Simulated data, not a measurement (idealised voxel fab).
process module | voxel trench capacitor
cross-section cut | 220 nm wide | cells 5 nm
A cross-section is a grid of square cells, given in bands from the top down. A band is one or more rows of cells.
Each band's line starts with the height of the band's top and of its bottom, in nm. Then come its materials from left to right, each with its width in nm. One material with "throughout" fills the band from edge to edge. "air" is empty space.
Height 0 is the level under which the wafer as received is all one material. The lowest band goes on downwards, as in "0 down".
A width such as "30 to 40" changes by the same amount from each row of cells to the next, from the band's top row to its bottom row.
"no change" after a step means that no cell of the cross-section changed.
closed voids: empty space of 8 cells or more with no open way to the top, each as width x height at its distance from the left edge, in nm
after a step's settings: what the simulator itself notes on the step
overlay nm, on a step with a mask: how far to the right of its planned place the mask lay; to the left if negative
plan
1 op RECEIVE | material Si
2 op CONFORMAL_DEP | material SiN | thk nm 5
3 op DIRECTIONAL_DEP | material aC | thk nm 10
4 op PATTERN | tone open | mask id TRENCH | material resist | width nm 25 | pitch nm 40 | thk nm 25 | overlay nm 0
5 op DIRECTIONAL_ETCH | etch materials aC | depth nm 10
6 op STRIP | etch materials resist
7 op DIRECTIONAL_ETCH | etch materials SiN | depth nm 5
8 op DIRECTIONAL_ETCH | etch materials Si | depth nm 25
9 op STRIP | etch materials aC
10 op CONFORMAL_DEP | material SiO2 | thk nm 5
11 op FILL_DEP | material polySi | thk nm 5
12 op CMP | height nm 5
as received, after step 1
  0 down: Si throughout
  closed voids: none
a wafer at the end: this start, this plan, one mistake
  5 to 0: SiN 35 | aC 5 | polySi 15 | aC 5 | SiN 15 | aC 5 | polySi 15 | aC 5 | SiN 15 | aC 5 | polySi 15 | aC 5 | SiN 15 | aC 5 | polySi 15 | aC 5 | SiN 40
  0 to -20: Si 35 | aC 5 | polySi 15 | aC 5 | Si 15 | aC 5 | polySi 15 | aC 5 | Si 15 | aC 5 | polySi 15 | aC 5 | Si 15 | aC 5 | polySi 15 | aC 5 | Si 40
  -20 to -25: Si 35 | aC 25 | Si 15 | aC 25 | Si 15 | aC 25 | Si 15 | aC 25 | Si 40
  -25 down: Si throughout
  closed voids: none
what went wrong: step 10 ran as: op CONFORMAL_DEP | material aC | thk nm 5
